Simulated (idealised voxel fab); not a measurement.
Proc. module: voxel capacitor over wiring
It is cross-section cut that appears here, measuring 220 nm in width, its square cells being 5 nm in size.
Notation: cross-section as square-cell grid; stated in bands, top first, going down; one or more cell rows per band. Basically the band line says how high the top is and how high the bottom is, in nm, and then what's in it from left to right, every material with its width in nm. Empty space shows up as "blank", and if a single material carries "everywhere" it runs the full band edge to edge. Measure heights from 0. That's the level where, below it, the as-received wafer is all one material. The lowest band is bottomless and extends downward; write it as in "0 and below". A width such as "30->40" changes by the same amount from each row of cells to the next, from the band's top row to its bottom row. Reading "identical to before" for a step: not a cell of the cross-section changed in it. What "Closed internal voids" gives you is every empty space of 8 cells or more that is cut off from the top. Each appears as width x height at distance, with the distance taken from the left edge and width, height and distance all in nm. What comes after the settings on a step's line is commentary from the simulator itself on that step. What "overlay nm" on a step's line means: if the step has a mask, that mask lay this far to the right of its planned place, or, when the value is negative, to the left.
These are the steps we planned for the process:
- 1: RECEIVE (material Si)
- 2: CONFORMAL_DEP (material SiO2; thk nm 10)
- 3: CONFORMAL_DEP (material SiCN; thk nm 5)
- 4: DIRECTIONAL_DEP (material lowk; thk nm 20)
- 5: DIRECTIONAL_DEP (material aC; thk nm 15)
- 6: PATTERN (tone open; mask id METAL_1; material resist; width nm 30; pitch nm 90; thk nm 30; overlay nm 0)
- 7: DIRECTIONAL_ETCH (etch materials aC; depth nm 15)
- 8: STRIP (etch materials resist)
- 9: DIRECTIONAL_ETCH (etch materials lowk; depth nm 20)
- 10: DIRECTIONAL_ETCH (etch materials SiCN; depth nm 5)
- 11: STRIP (etch materials aC)
- 12: CONFORMAL_DEP (material TiN; thk nm 5)
- 13: FILL_DEP (material Cu; thk nm 10)
- 14: CMP (height nm 35)
- 15: CONFORMAL_DEP (material SiCN; thk nm 5)
- 16: DIRECTIONAL_DEP (material lowk; thk nm 10)
- 17: PATTERN (tone open; mask id PLUG_1; material resist; width nm 15; thk nm 15; overlay nm 0)
- 18: DIRECTIONAL_ETCH (etch materials lowk; depth nm 10)
- 19: DIRECTIONAL_ETCH (etch materials SiCN; depth nm 5)
- 20: STRIP (etch materials resist)
- 21: CONFORMAL_DEP (material TiN; thk nm 5)
- 22: FILL_DEP (material Ru; thk nm 5)
- 23: CMP (height nm 50)
- 24: DIRECTIONAL_DEP (material TiN; thk nm 10)
- 25: DIRECTIONAL_DEP (material SiN; thk nm 5)
- 26: DIRECTIONAL_DEP (material TiN; thk nm 10)
- 27: DIRECTIONAL_DEP (material aC; thk nm 15)
- 28: PATTERN (tone cover; mask id UPPER_PLATE; material resist; width nm 65; thk nm 35; overlay nm 0)
- 29: DIRECTIONAL_ETCH (etch materials aC; depth nm 15)
- 30: STRIP (etch materials resist)
- 31: DIRECTIONAL_ETCH (etch materials TiN; depth nm 10)
- 32: DIRECTIONAL_ETCH (etch materials SiN; depth nm 5)
- 33: STRIP (etch materials aC)
- 34: PATTERN (tone cover; mask id LOWER_PLATE; material resist; width nm 75; thk nm 20; overlay nm 0)
- 35: DIRECTIONAL_ETCH (etch materials TiN; depth nm 10)
- 36: STRIP (etch materials resist)
- 37: FILL_DEP (material SiO2; thk nm 15)
- 38: CMP (height nm 85)
- 39: DIRECTIONAL_DEP (material aC; thk nm 15)
- 40: PATTERN (tone open; mask id PLUG_2; material resist; width nm 15; thk nm 30; overlay nm 0)
- 41: DIRECTIONAL_ETCH (etch materials aC; depth nm 15)
- 42: STRIP (etch materials resist)
- 43: DIRECTIONAL_ETCH (etch materials SiO2; depth nm 10)
- 44: STRIP (etch materials aC)
- 45: CONFORMAL_DEP (material TiN; thk nm 5)
- 46: FILL_DEP (material Ru; thk nm 10)
- 47: CMP (height nm 85)
- 48: CONFORMAL_DEP (material SiN; thk nm 5)
First wafer, two in total, run as planned:
Cross-section: wafer on arrival = after step 1:
> 0 and below  Si everywhere
> Closed internal voids: none
The wafer, seen in cross-section, after step 2:
> 10 down to 0  SiO2 everywhere
> Everything under 0 stays put, no change at all.
The wafer, seen in cross-section, after step 3:
> 15 down to 10  SiCN everywhere
> Everything under 10 stays put, no change at all.
The wafer, seen in cross-section, after step 4:
> 35 down to 15  lowk everywhere
> Everything under 15 stays put, no change at all.
The wafer, seen in cross-section, after step 5:
> 50 down to 35  aC everywhere
> Everything under 35 stays put, no change at all.
The wafer, seen in cross-section, after step 6:
> 80 down to 50  resist (50), then blank (30), then resist (60), then blank (30), then resist (50)
> Everything under 50 stays put, no change at all.
The wafer, seen in cross-section, after step 7:
> 65 down to 50  resist (50), then blank (30), then resist (60), then blank (30), then resist (50)
> 50 down to 35  aC (50), then blank (30), then aC (60), then blank (30), then aC (50)
> Everything under 35 stays put, no change at all.
The wafer, seen in cross-section, after step 8:
> 50 down to 35  aC (50), then blank (30), then aC (60), then blank (30), then aC (50)
> Everything under 35 stays put, no change at all.
The wafer, seen in cross-section, after step 9:
> 50 down to 35  aC (50), then blank (30), then aC (60), then blank (30), then aC (50)
> 35 down to 15  lowk (50), then blank (30), then lowk (60), then blank (30), then lowk (50)
> Everything under 15 stays put, no change at all.
The wafer, seen in cross-section, after step 10:
> 50 down to 35  aC (50), then blank (30), then aC (60), then blank (30), then aC (50)
> 35 down to 15  lowk (50), then blank (30), then lowk (60), then blank (30), then lowk (50)
> 15 down to 10  SiCN (50), then blank (30), then SiCN (60), then blank (30), then SiCN (50)
> Everything under 10 stays put, no change at all.
The wafer, seen in cross-section, after step 11:
> 35 down to 15  lowk (50), then blank (30), then lowk (60), then blank (30), then lowk (50)
> Everything under 15 stays put, no change at all.
The wafer, seen in cross-section, after step 12:
> 40 down to 35  TiN (55), then blank (20), then TiN (70), then blank (20), then TiN (55)
> 35 down to 15  lowk (50), then TiN (5), then blank (20), then TiN (5), then lowk (60), then TiN (5), then blank (20), then TiN (5), then lowk (50)
> 15 down to 10  SiCN (50), then TiN (30), then SiCN (60), then TiN (30), then SiCN (50)
> Everything under 10 stays put, no change at all.
The wafer, seen in cross-section, after step 13:
> 50 down to 40  Cu everywhere
> 40 down to 35  TiN (55), then Cu (20), then TiN (70), then Cu (20), then TiN (55)
> 35 down to 15  lowk (50), then TiN (5), then Cu (20), then TiN (5), then lowk (60), then TiN (5), then Cu (20), then TiN (5), then lowk (50)
> Everything under 15 stays put, no change at all.
The wafer, seen in cross-section, after step 14:
> 35 down to 15  lowk (50), then TiN (5), then Cu (20), then TiN (5), then lowk (60), then TiN (5), then Cu (20), then TiN (5), then lowk (50)
> Everything under 15 stays put, no change at all.
The wafer, seen in cross-section, after step 15:
> 40 down to 35  SiCN everywhere
> Everything under 35 stays put, no change at all.
The wafer, seen in cross-section, after step 16:
> 50 down to 40  lowk everywhere
> Everything under 40 stays put, no change at all.
The wafer, seen in cross-section, after step 17:
> 65 down to 50  resist (65), then blank (15), then resist (140)
> Everything under 50 stays put, no change at all.
The wafer, seen in cross-section, after step 18:
> 65 down to 50  resist (65), then blank (15), then resist (140)
> 50 down to 40  lowk (65), then blank (15), then lowk (140)
> Everything under 40 stays put, no change at all.
The wafer, seen in cross-section, after step 19:
> 65 down to 50  resist (65), then blank (15), then resist (140)
> 50 down to 40  lowk (65), then blank (15), then lowk (140)
> 40 down to 35  SiCN (65), then blank (15), then SiCN (140)
> Everything under 35 stays put, no change at all.
The wafer, seen in cross-section, after step 20:
> 50 down to 40  lowk (65), then blank (15), then lowk (140)
> Everything under 40 stays put, no change at all.
The wafer, seen in cross-section, after step 21:
> 55 down to 50  TiN (70), then blank (5), then TiN (145)
> 50 down to 40  lowk (65), then TiN (5), then blank (5), then TiN (5), then lowk (140)
> 40 down to 35  SiCN (65), then TiN (15), then SiCN (140)
> Everything under 35 stays put, no change at all.
The wafer, seen in cross-section, after step 22:
> 60 down to 55  Ru everywhere
> 55 down to 50  TiN (70), then Ru (5), then TiN (145)
> 50 down to 40  lowk (65), then TiN (5), then Ru (5), then TiN (5), then lowk (140)
> Everything under 40 stays put, no change at all.
The wafer, seen in cross-section, after step 23:
> 50 down to 40  lowk (65), then TiN (5), then Ru (5), then TiN (5), then lowk (140)
> Everything under 40 stays put, no change at all.
The wafer, seen in cross-section, after step 24:
> 60 down to 50  TiN everywhere
> Everything under 50 stays put, no change at all.
The wafer, seen in cross-section, after step 25:
> 65 down to 60  SiN everywhere
> Everything under 60 stays put, no change at all.
The wafer, seen in cross-section, after step 26:
> 75 down to 65  TiN everywhere
> Everything under 65 stays put, no change at all.
The wafer, seen in cross-section, after step 27:
> 90 down to 75  aC everywhere
> Everything under 75 stays put, no change at all.
The wafer, seen in cross-section, after step 28:
> 125 down to 90  blank (65), then resist (65), then blank (90)
> Everything under 90 stays put, no change at all.
The wafer, seen in cross-section, after step 29:
> 110 down to 90  blank (65), then resist (65), then blank (90)
> 90 down to 75  blank (65), then aC (65), then blank (90)
> Everything under 75 stays put, no change at all.
The wafer, seen in cross-section, after step 30:
> 90 down to 75  blank (65), then aC (65), then blank (90)
> Everything under 75 stays put, no change at all.
The wafer, seen in cross-section, after step 31:
> 90 down to 75  blank (65), then aC (65), then blank (90)
> 75 down to 65  blank (65), then TiN (65), then blank (90)
> Everything under 65 stays put, no change at all.
The wafer, seen in cross-section, after step 32:
> 90 down to 75  blank (65), then aC (65), then blank (90)
> 75 down to 65  blank (65), then TiN (65), then blank (90)
> 65 down to 60  blank (65), then SiN (65), then blank (90)
> Everything under 60 stays put, no change at all.
The wafer, seen in cross-section, after step 33:
> 75 down to 65  blank (65), then TiN (65), then blank (90)
> Everything under 65 stays put, no change at all.
The wafer, seen in cross-section, after step 34:
> 95 down to 75  blank (60), then resist (75), then blank (85)
> 75 down to 65  blank (60), then resist (5), then TiN (65), then resist (5), then blank (85)
> 65 down to 60  blank (60), then resist (5), then SiN (65), then resist (5), then blank (85)
> Everything under 60 stays put, no change at all.
The wafer, seen in cross-section, after step 35:
> 95 down to 75  blank (60), then resist (75), then blank (85)
> 75 down to 65  blank (60), then resist (5), then TiN (65), then resist (5), then blank (85)
> 65 down to 60  blank (60), then resist (5), then SiN (65), then resist (5), then blank (85)
> 60 down to 50  blank (60), then TiN (75), then blank (85)
> Everything under 50 stays put, no change at all.
The wafer, seen in cross-section, after step 36:
> 75 down to 65  blank (65), then TiN (65), then blank (90)
> 65 down to 60  blank (65), then SiN (65), then blank (90)
> Everything under 60 stays put, no change at all.
The wafer, seen in cross-section, after step 37:
> 90 down to 75  SiO2 everywhere
> 75 down to 65  SiO2 (65), then TiN (65), then SiO2 (90)
> 65 down to 60  SiO2 (65), then SiN (65), then SiO2 (90)
> 60 down to 50  SiO2 (60), then TiN (75), then SiO2 (85)
> Everything under 50 stays put, no change at all.
The wafer, seen in cross-section, after step 38:
> 85 down to 75  SiO2 everywhere
> Everything under 75 stays put, no change at all.
The wafer, seen in cross-section, after step 39:
> 100 down to 85  aC everywhere
> Everything under 85 stays put, no change at all.
The wafer, seen in cross-section, after step 40:
> 130 down to 100  resist (75), then blank (15), then resist (130)
> Everything under 100 stays put, no change at all.
The wafer, seen in cross-section, after step 41:
> 115 down to 100  resist (75), then blank (15), then resist (130)
> 100 down to 85  aC (75), then blank (15), then aC (130)
> Everything under 85 stays put, no change at all.
The wafer, seen in cross-section, after step 42:
> 100 down to 85  aC (75), then blank (15), then aC (130)
> Everything under 85 stays put, no change at all.
The wafer, seen in cross-section, after step 43:
> 100 down to 85  aC (75), then blank (15), then aC (130)
> 85 down to 75  SiO2 (75), then blank (15), then SiO2 (130)
> Everything under 75 stays put, no change at all.
The wafer, seen in cross-section, after step 44:
> 85 down to 75  SiO2 (75), then blank (15), then SiO2 (130)
> Everything under 75 stays put, no change at all.
The wafer, seen in cross-section, after step 45:
> 90 down to 85  TiN (80), then blank (5), then TiN (135)
> 85 down to 80  SiO2 (75), then TiN (5), then blank (5), then TiN (5), then SiO2 (130)
> 80 down to 75  SiO2 (75), then TiN (15), then SiO2 (130)
> Everything under 75 stays put, no change at all.
The wafer, seen in cross-section, after step 46:
> 100 down to 90  Ru everywhere
> 90 down to 85  TiN (80), then Ru (5), then TiN (135)
> 85 down to 80  SiO2 (75), then TiN (5), then Ru (5), then TiN (5), then SiO2 (130)
> Everything under 80 stays put, no change at all.
The wafer, seen in cross-section, after step 47:
> 85 down to 80  SiO2 (75), then TiN (5), then Ru (5), then TiN (5), then SiO2 (130)
> Everything under 80 stays put, no change at all.
The wafer, seen in cross-section, after step 48:
> 90 down to 85  SiN everywhere
> Everything under 85 stays put, no change at all.
Wafer two of two - same starting point, same process plan, one mistake in execution; matches wafer one up to and including step 33:
Cross-section: second wafer, time at which step 34 was scheduled to end:
> 95 down to 75  blank (60), then resist (80), then blank (80)
> 75 down to 65  blank (60), then resist (5), then TiN (65), then resist (10), then blank (80)
> 65 down to 60  blank (60), then resist (5), then SiN (65), then resist (10), then blank (80)
> Everything under 60 stays put, no change at all.
Cross-section: second wafer, time at which step 35 was scheduled to end:
> 95 down to 75  blank (60), then resist (80), then blank (80)
> 75 down to 65  blank (60), then resist (5), then TiN (65), then resist (10), then blank (80)
> 65 down to 60  blank (60), then resist (5), then SiN (65), then resist (10), then blank (80)
> 60 down to 50  blank (60), then TiN (80), then blank (80)
> Everything under 50 stays put, no change at all.
Cross-section: second wafer, time at which step 36 was scheduled to end:
> 75 down to 65  blank (65), then TiN (65), then blank (90)
> 65 down to 60  blank (65), then SiN (65), then blank (90)
> Everything under 60 stays put, no change at all.
Cross-section: second wafer, time at which step 37 was scheduled to end:
> 90 down to 75  SiO2 everywhere
> 75 down to 65  SiO2 (65), then TiN (65), then SiO2 (90)
> 65 down to 60  SiO2 (65), then SiN (65), then SiO2 (90)
> 60 down to 50  SiO2 (60), then TiN (80), then SiO2 (80)
> Everything under 50 stays put, no change at all.
Cross-section: second wafer, time at which step 38 was scheduled to end:
> 85 down to 75  SiO2 everywhere
> Everything under 75 stays put, no change at all.
Cross-section: second wafer, time at which step 39 was scheduled to end:
> 100 down to 85  aC everywhere
> Everything under 85 stays put, no change at all.
Cross-section: second wafer, time at which step 40 was scheduled to end:
> 130 down to 100  resist (75), then blank (15), then resist (130)
> Everything under 100 stays put, no change at all.
Cross-section: second wafer, time at which step 41 was scheduled to end:
> 115 down to 100  resist (75), then blank (15), then resist (130)
> 100 down to 85  aC (75), then blank (15), then aC (130)
> Everything under 85 stays put, no change at all.
Cross-section: second wafer, time at which step 42 was scheduled to end:
> 100 down to 85  aC (75), then blank (15), then aC (130)
> Everything under 85 stays put, no change at all.
Cross-section: second wafer, time at which step 43 was scheduled to end:
> 100 down to 85  aC (75), then blank (15), then aC (130)
> 85 down to 75  SiO2 (75), then blank (15), then SiO2 (130)
> Everything under 75 stays put, no change at all.
Cross-section: second wafer, time at which step 44 was scheduled to end:
> 85 down to 75  SiO2 (75), then blank (15), then SiO2 (130)
> Everything under 75 stays put, no change at all.
Cross-section: second wafer, time at which step 45 was scheduled to end:
> 90 down to 85  TiN (80), then blank (5), then TiN (135)
> 85 down to 80  SiO2 (75), then TiN (5), then blank (5), then TiN (5), then SiO2 (130)
> 80 down to 75  SiO2 (75), then TiN (15), then SiO2 (130)
> Everything under 75 stays put, no change at all.
Cross-section: second wafer, time at which step 46 was scheduled to end:
> 100 down to 90  Ru everywhere
> 90 down to 85  TiN (80), then Ru (5), then TiN (135)
> 85 down to 80  SiO2 (75), then TiN (5), then Ru (5), then TiN (5), then SiO2 (130)
> Everything under 80 stays put, no change at all.
Cross-section: second wafer, time at which step 47 was scheduled to end:
> 85 down to 80  SiO2 (75), then TiN (5), then Ru (5), then TiN (5), then SiO2 (130)
> Everything under 80 stays put, no change at all.
Cross-section: second wafer, time at which step 48 was scheduled to end:
> 90 down to 85  SiN everywhere
> Everything under 85 stays put, no change at all.
Processing error: note that step 34 departed from the planned setting and was carried out as PATTERN (tone cover; mask id LOWER_PLATE; material resist; width nm 80; thk nm 20; overlay nm 0)
In the final state, the cell counts of the second wafer exceed or fall short of those of the first for the following materials: SiO2: 2 fewer | TiN: 2 more
